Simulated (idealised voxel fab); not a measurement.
process module | voxel tone inversion
cross-section cut | 190 nm wide | cells 5 nm
A cross-section is a grid of square cells, given in bands from the top down. A band is one or more rows of cells.
Each band's line starts with the height of the band's top and of its bottom, in nm. Then come its materials from left to right, each with its width in nm. One material with "throughout" fills the band from edge to edge. "air" is empty space.
Height 0 is the level under which the wafer as received is all one material. The lowest band goes on downwards, as in "0 down".
A width such as "30 to 40" changes by the same amount from each row of cells to the next, from the band's top row to its bottom row.
"no change" after a step means that no cell of the cross-section changed.
closed voids: empty space of 8 cells or more with no open way to the top, each as width x height at its distance from the left edge, in nm
after a step's settings: what the simulator itself notes on the step
overlay nm, on a step with a mask: how far to the right of its planned place the mask lay; to the left if negative
plan
1 op RECEIVE | material Si
2 op CONFORMAL_DEP | material SiN | thk nm 10
3 op DIRECTIONAL_DEP | material polySi | thk nm 25
4 op PATTERN | tone cover | mask id POSTS | material resist | width nm 15 | pitch nm 30 | thk nm 30 | overlay nm 0
5 op DIRECTIONAL_ETCH | etch materials polySi | depth nm 25
6 op STRIP | etch materials resist
7 op FILL_DEP | material SiO2 | thk nm 10
8 op CMP | height nm 35
9 op STRIP | etch materials polySi
10 op CONFORMAL_DEP | material TiN | thk nm 5
11 op FILL_DEP | material W | thk nm 5
12 op CMP | height nm 35
13 op CONFORMAL_DEP | material SiN | thk nm 5
as received, after step 1
  0 down: Si throughout
  closed voids: none
a wafer at the end: this start, this plan, one mistake
  40 to 35: SiN throughout
  35 to 15: SiO2 60 | TiN 5 | W 5 | TiN 5 | SiO2 15 | TiN 5 | W 5 | TiN 5 | SiO2 15 | TiN 5 | W 5 | TiN 5 | SiO2 55
  15 to 10: SiO2 60 | TiN 15 | SiO2 15 | TiN 15 | SiO2 15 | TiN 15 | SiO2 55
  10 to 0: SiN throughout
  0 down: Si throughout
  closed voids: none
what went wrong: step 4 ran as: op PATTERN | tone cover | mask id POSTS | material resist | width nm 15 | pitch nm 30 | thk nm 30 | overlay nm 5
